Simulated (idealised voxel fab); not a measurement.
The following process module bears the name voxel double patterning.
We display cut, a cross-section 200 nm in width whose square cells are each 5 nm.
How to read a cross-section here: the picture is a grid of square cells, written as bands going from the top down, and any band can span one or more rows of cells. Basically the band line says how high the top is and how high the bottom is, in nm, and then what's in it from left to right, every material with its width in nm. Empty space shows up as "empty", and if a single material carries "throughout" it runs the full band edge to edge. Counting heights begins at 0, where everything beneath is, in the wafer as received, one material. The lowest band has no bottom; it goes on downwards, as "0..down" shows. When a width is written as two numbers, as in "30 to 40", the first number is the width in the top row of cells of the band and the second is the width in its bottom row, and the width changes by the same amount from each row to the next. You'll sometimes find "nothing changed" written for a step, and that's the way of saying that nowhere in the cross-section did a cell change during that step. This entry, "Closed voids list", enumerates those empty regions of no fewer than 8 cells that possess no open connection to the top. Each region is reported in the form width x height at distance, the distance being taken from the left edge, with all three quantities expressed in nm. The remark found on a step's line after its settings is issued by the simulator itself and pertains to that step. For masked steps, "overlay nm" on the step line gives how far right of plan the mask actually lay; a minus sign means it lay to the left.
INTENDED PROCESS STEPS
1. RECEIVE | material Si
2. CONFORMAL_DEP | material SiO2 | thk nm 10
3. DIRECTIONAL_DEP | material polySi | thk nm 20
4. DIRECTIONAL_DEP | material SiN | thk nm 5
5. MASKED_ETCH | tone open | mask id FIRST | width nm 15 | pitch nm 50 | etch materials SiN | depth nm 5 | overlay nm 0
6. PATTERN | tone open | mask id SECOND | material resist | width nm 15 | pitch nm 50 | thk nm 15 | overlay nm 0
7. DIRECTIONAL_ETCH | etch materials SiN | depth nm 5
8. STRIP | etch materials resist
9. DIRECTIONAL_ETCH | etch materials polySi | depth nm 20
10. STRIP | etch materials SiN
FIRST OF TWO WAFERS, WITH THE RUN CARRIED OUT AS PLANNED
WAFER AT RECEIPT (POST STEP 1), CROSS-SECTION
0..down = Si throughout
Closed voids list: none
CROSS-SECTION OF THE WAFER AFTER STEP 2
10..0 = SiO2 throughout
below 0: unchanged
CROSS-SECTION OF THE WAFER AFTER STEP 3
30..10 = polySi throughout
below 10: unchanged
CROSS-SECTION OF THE WAFER AFTER STEP 4
35..30 = SiN throughout
below 30: unchanged
CROSS-SECTION OF THE WAFER AFTER STEP 5
35..30 = SiN 40 nm, then empty 15 nm, then SiN 35 nm, then empty 15 nm, then SiN 35 nm, then empty 15 nm, then SiN 45 nm
below 30: unchanged
CROSS-SECTION OF THE WAFER AFTER STEP 6
50..35 = resist 65 nm, then empty 15 nm, then resist 35 nm, then empty 15 nm, then resist 70 nm
35..30 = SiN 40 nm, then resist 15 nm, then SiN 35 nm, then resist 15 nm, then SiN 35 nm, then resist 15 nm, then SiN 45 nm
below 30: unchanged
CROSS-SECTION OF THE WAFER AFTER STEP 7
50..35 = resist 65 nm, then empty 15 nm, then resist 35 nm, then empty 15 nm, then resist 70 nm
35..30 = SiN 40 nm, then resist 15 nm, then SiN 10 nm, then empty 15 nm, then SiN 10 nm, then resist 15 nm, then SiN 10 nm, then empty 15 nm, then SiN 10 nm, then resist 15 nm, then SiN 45 nm
below 30: unchanged
CROSS-SECTION OF THE WAFER AFTER STEP 8
35..30 = SiN 40 nm, then empty 15 nm, then SiN 10 nm, then empty 15 nm, then SiN 10 nm, then empty 15 nm, then SiN 10 nm, then empty 15 nm, then SiN 10 nm, then empty 15 nm, then SiN 45 nm
below 30: unchanged
CROSS-SECTION OF THE WAFER AFTER STEP 9
35..30 = SiN 40 nm, then empty 15 nm, then SiN 10 nm, then empty 15 nm, then SiN 10 nm, then empty 15 nm, then SiN 10 nm, then empty 15 nm, then SiN 10 nm, then empty 15 nm, then SiN 45 nm
30..10 = polySi 40 nm, then empty 15 nm, then polySi 10 nm, then empty 15 nm, then polySi 10 nm, then empty 15 nm, then polySi 10 nm, then empty 15 nm, then polySi 10 nm, then empty 15 nm, then polySi 45 nm
below 10: unchanged
CROSS-SECTION OF THE WAFER AFTER STEP 10
30..10 = polySi 40 nm, then empty 15 nm, then polySi 10 nm, then empty 15 nm, then polySi 10 nm, then empty 15 nm, then polySi 10 nm, then empty 15 nm, then polySi 10 nm, then empty 15 nm, then polySi 45 nm
below 10: unchanged
WHAT FOLLOWS CONCERNS THE SECOND WAFER, WHICH STARTED OUT LIKE THE FIRST AND WAS MEANT TO FOLLOW THE VERY SAME PLAN; ONE MISTAKE CREPT IN WHEN IT WAS RUN, BUT EVERYTHING UP TO AND INCLUDING STEP 1 IS THE SAME AS FOR THE FIRST WAFER
when step 2 should have ended: nothing changed
WHEN STEP 3 SHOULD HAVE ENDED
20..0 = polySi throughout
below 0: unchanged
WHEN STEP 4 SHOULD HAVE ENDED
25..20 = SiN throughout
below 20: unchanged
WHEN STEP 5 SHOULD HAVE ENDED
25..20 = SiN 40 nm, then empty 15 nm, then SiN 35 nm, then empty 15 nm, then SiN 35 nm, then empty 15 nm, then SiN 45 nm
below 20: unchanged
WHEN STEP 6 SHOULD HAVE ENDED
40..25 = resist 65 nm, then empty 15 nm, then resist 35 nm, then empty 15 nm, then resist 70 nm
25..20 = SiN 40 nm, then resist 15 nm, then SiN 35 nm, then resist 15 nm, then SiN 35 nm, then resist 15 nm, then SiN 45 nm
below 20: unchanged
WHEN STEP 7 SHOULD HAVE ENDED
40..25 = resist 65 nm, then empty 15 nm, then resist 35 nm, then empty 15 nm, then resist 70 nm
25..20 = SiN 40 nm, then resist 15 nm, then SiN 10 nm, then empty 15 nm, then SiN 10 nm, then resist 15 nm, then SiN 10 nm, then empty 15 nm, then SiN 10 nm, then resist 15 nm, then SiN 45 nm
below 20: unchanged
WHEN STEP 8 SHOULD HAVE ENDED
25..20 = SiN 40 nm, then empty 15 nm, then SiN 10 nm, then empty 15 nm, then SiN 10 nm, then empty 15 nm, then SiN 10 nm, then empty 15 nm, then SiN 10 nm, then empty 15 nm, then SiN 45 nm
below 20: unchanged
WHEN STEP 9 SHOULD HAVE ENDED
25..20 = SiN 40 nm, then empty 15 nm, then SiN 10 nm, then empty 15 nm, then SiN 10 nm, then empty 15 nm, then SiN 10 nm, then empty 15 nm, then SiN 10 nm, then empty 15 nm, then SiN 45 nm
20..0 = polySi 40 nm, then empty 15 nm, then polySi 10 nm, then empty 15 nm, then polySi 10 nm, then empty 15 nm, then polySi 10 nm, then empty 15 nm, then polySi 10 nm, then empty 15 nm, then polySi 45 nm
below 0: unchanged
WHEN STEP 10 SHOULD HAVE ENDED
20..0 = polySi 40 nm, then empty 15 nm, then polySi 10 nm, then empty 15 nm, then polySi 10 nm, then empty 15 nm, then polySi 10 nm, then empty 15 nm, then polySi 10 nm, then empty 15 nm, then polySi 45 nm
below 0: unchanged
Deviation from plan: step 2 of the plan got skipped, so it never ran
Final wafer comparison in cells, second versus first, more or fewer per material: SiO2: 80 fewer
